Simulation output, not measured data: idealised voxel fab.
A process module follows: voxel self aligned vias.
Xsec cut, 270 nm wide, square cell size 5 nm.
Notation: cross-section as square-cell grid; stated in bands, top first, going down; one or more cell rows per band.
Band entry format. Leading values: height of top, height of bottom, nm. Remainder: materials in left-to-right order, each with its width in nm. Special words: "full width" on a single material, which then fills the band edge to edge; "air", empty space.
Height is counted from the level 0, under which the received wafer is composed throughout of one material. The lowest of the bands is not closed at the bottom but continues downward, in the notation "z 0 and below".
The notation "30..40" denotes a width that varies across the rows of cells in the band, beginning at the first number in the top row, finishing at the second number in the bottom row, and changing by an identical amount from each row to the next.
The cross-section has no changed cell in any step marked "changes: none".
You'll see "Closed cavity list" listing empty spaces that have no way open to the top, as long as they're 8 cells or more; the notation is width x height at distance, where the distance is from the left edge, and all of it is in nm.
Text after the settings on a step's line: the simulator's own remark on that step.
A step line may carry the setting "overlay nm", which, for steps involving a mask, states the distance by which the mask lay to the right of its intended position; negative values denote displacement to the left.

[The following list gives the planned process steps]
| 1 | op RECEIVE | material Si |
| 2 | op CONFORMAL_DEP | material SiO2 | thk nm 15 |
| 3 | op CONFORMAL_DEP | material SiCN | thk nm 5 |
| 4 | op DIRECTIONAL_DEP | material SiO2 | thk nm 30 |
| 5 | op PATTERN | tone open | mask id LINES | material resist | width nm 25 | pitch nm 50 | thk nm 15 | overlay nm 0 |
| 6 | op DIRECTIONAL_ETCH | etch materials SiO2 | depth nm 30 |
| 7 | op STRIP | etch materials resist |
| 8 | op CONFORMAL_DEP | material TiN | thk nm 5 |
| 9 | op FILL_DEP | material Ru | thk nm 10 |
| 10 | op CMP | height nm 50 |
| 11 | op SELECTIVE_ETCH | etch materials W Ru TiN | depth nm 5 |
| 12 | op FILL_DEP | material SiN | thk nm 5 |
| 13 | op CMP | height nm 50 |
| 14 | op DIRECTIONAL_DEP | material SiO2 | thk nm 20 |
| 15 | op MASKED_ETCH | tone open | mask id VIAS | width nm 35 | pitch nm 100 | etch materials SiO2 | depth nm 20 | overlay nm 0 |
| 16 | op MASKED_ETCH | tone open | mask id VIAS | width nm 35 | pitch nm 100 | etch materials SiN | depth nm 5 | overlay nm 0 |
| 17 | op CONFORMAL_DEP | material TiN | thk nm 5 |
| 18 | op FILL_DEP | material Cu | thk nm 5 |
| 19 | op CMP | height nm 70 |
| 20 | op CONFORMAL_DEP | material SiN | thk nm 5 |

[Of two wafers, the first: run according to plan]

[Wafer cross-section on receipt, i.e. after step 1]
  z 0 and below | Si full width
  Closed cavity list: none

[after step 2]
  z 15 to 0 | SiO2 full width
  Anything lower than 0 is untouched.

[after step 3]
  z 20 to 15 | SiCN full width
  Anything lower than 15 is untouched.

[after step 4]
  z 50 to 20 | SiO2 full width
  Anything lower than 20 is untouched.

[after step 5]
  z 65 to 50 | resist=70, air=25, resist=25, air=25, resist=25, air=25, resist=75
  Anything lower than 50 is untouched.

[after step 6]
  z 65 to 50 | resist=70, air=25, resist=25, air=25, resist=25, air=25, resist=75
  z 50 to 20 | SiO2=70, air=25, SiO2=25, air=25, SiO2=25, air=25, SiO2=75
  Anything lower than 20 is untouched.

[after step 7]
  z 50 to 20 | SiO2=70, air=25, SiO2=25, air=25, SiO2=25, air=25, SiO2=75
  Anything lower than 20 is untouched.

[after step 8]
  z 55 to 50 | TiN=75, air=15, TiN=35, air=15, TiN=35, air=15, TiN=80
  z 50 to 25 | SiO2=70, TiN=5, air=15, TiN=5, SiO2=25, TiN=5, air=15, TiN=5, SiO2=25, TiN=5, air=15, TiN=5, SiO2=75
  z 25 to 20 | SiO2=70, TiN=25, SiO2=25, TiN=25, SiO2=25, TiN=25, SiO2=75
  Anything lower than 20 is untouched.

[after step 9]
  z 65 to 55 | Ru full width
  z 55 to 50 | TiN=75, Ru=15, TiN=35, Ru=15, TiN=35, Ru=15, TiN=80
  z 50 to 25 | SiO2=70, TiN=5, Ru=15, TiN=5, SiO2=25, TiN=5, Ru=15, TiN=5, SiO2=25, TiN=5, Ru=15, TiN=5, SiO2=75
  Anything lower than 25 is untouched.

[after step 10]
  z 50 to 25 | SiO2=70, TiN=5, Ru=15, TiN=5, SiO2=25, TiN=5, Ru=15, TiN=5, SiO2=25, TiN=5, Ru=15, TiN=5, SiO2=75
  Anything lower than 25 is untouched.

[after step 11]
  z 50 to 45 | SiO2=70, air=25, SiO2=25, air=25, SiO2=25, air=25, SiO2=75
  Anything lower than 45 is untouched.

[after step 12]
  z 55 to 50 | SiN full width
  z 50 to 45 | SiO2=70, SiN=25, SiO2=25, SiN=25, SiO2=25, SiN=25, SiO2=75
  Anything lower than 45 is untouched.

[after step 13]
  z 50 to 45 | SiO2=70, SiN=25, SiO2=25, SiN=25, SiO2=25, SiN=25, SiO2=75
  Anything lower than 45 is untouched.

[after step 14]
  z 70 to 50 | SiO2 full width
  Anything lower than 50 is untouched.

[after step 15]
  z 70 to 50 | SiO2=65, air=35, SiO2=65, air=35, SiO2=70
  Anything lower than 50 is untouched.

[after step 16]
  z 70 to 50 | SiO2=65, air=35, SiO2=65, air=35, SiO2=70
  z 50 to 45 | SiO2=70, air=25, SiO2=25, SiN=25, SiO2=25, air=25, SiO2=75
  Anything lower than 45 is untouched.

[after step 17]
  z 75 to 70 | TiN=70, air=25, TiN=75, air=25, TiN=75
  z 70 to 55 | SiO2=65, TiN=5, air=25, TiN=5, SiO2=65, TiN=5, air=25, TiN=5, SiO2=70
  z 55 to 50 | SiO2=65, TiN=10, air=15, TiN=10, SiO2=65, TiN=10, air=15, TiN=10, SiO2=70
  z 50 to 45 | SiO2=70, TiN=25, SiO2=25, SiN=25, SiO2=25, TiN=25, SiO2=75
  Anything lower than 45 is untouched.

[after step 18]
  z 80 to 75 | Cu full width
  z 75 to 70 | TiN=70, Cu=25, TiN=75, Cu=25, TiN=75
  z 70 to 55 | SiO2=65, TiN=5, Cu=25, TiN=5, SiO2=65, TiN=5, Cu=25, TiN=5, SiO2=70
  z 55 to 50 | SiO2=65, TiN=10, Cu=15, TiN=10, SiO2=65, TiN=10, Cu=15, TiN=10, SiO2=70
  Anything lower than 50 is untouched.

[after step 19]
  z 70 to 55 | SiO2=65, TiN=5, Cu=25, TiN=5, SiO2=65, TiN=5, Cu=25, TiN=5, SiO2=70
  Anything lower than 55 is untouched.

[after step 20]
  z 75 to 70 | SiN full width
  Anything lower than 70 is untouched.

[Regarding the second of the two wafers: it shared the first wafer's starting condition and process plan, yet one error occurred during its execution. Its history coincides with that of the first wafer up to and including step 12]

[Cross-section of the second wafer at the time step 13 of the plan should have ended]
  z 45 to 25 | SiO2=70, TiN=5, Ru=15, TiN=5, SiO2=25, TiN=5, Ru=15, TiN=5, SiO2=25, TiN=5, Ru=15, TiN=5, SiO2=75
  Anything lower than 25 is untouched.

[Cross-section of the second wafer at the time step 14 of the plan should have ended]
  z 65 to 45 | SiO2 full width
  Anything lower than 45 is untouched.

[Cross-section of the second wafer at the time step 15 of the plan should have ended]
  z 65 to 45 | SiO2=65, air=35, SiO2=65, air=35, SiO2=70
  Anything lower than 45 is untouched.

Cross-section of the second wafer at the time step 16 of the plan should have ended: changes: none

[Cross-section of the second wafer at the time step 17 of the plan should have ended]
  z 70 to 65 | TiN=70, air=25, TiN=75, air=25, TiN=75
  z 65 to 50 | SiO2=65, TiN=5, air=25, TiN=5, SiO2=65, TiN=5, air=25, TiN=5, SiO2=70
  z 50 to 45 | SiO2=65, TiN=35, SiO2=65, TiN=35, SiO2=70
  Anything lower than 45 is untouched.

[Cross-section of the second wafer at the time step 18 of the plan should have ended]
  z 75 to 70 | Cu full width
  z 70 to 65 | TiN=70, Cu=25, TiN=75, Cu=25, TiN=75
  z 65 to 50 | SiO2=65, TiN=5, Cu=25, TiN=5, SiO2=65, TiN=5, Cu=25, TiN=5, SiO2=70
  Anything lower than 50 is untouched.

[Cross-section of the second wafer at the time step 19 of the plan should have ended]
  z 70 to 65 | TiN=70, Cu=25, TiN=75, Cu=25, TiN=75
  Anything lower than 65 is untouched.

[Cross-section of the second wafer at the time step 20 of the plan should have ended]
  z 75 to 70 | SiN full width
  Anything lower than 70 is untouched.
In executing the process, a mistake was made relative to the plan: step 13: run off-plan, actual operation and settings op CMP | height nm 45
Looking at both finished wafers in cells, the second ends up ahead of or behind the first on some materials: 4 more of Cu | 5 fewer of SiN | 39 fewer of SiO2 | 40 more of TiN
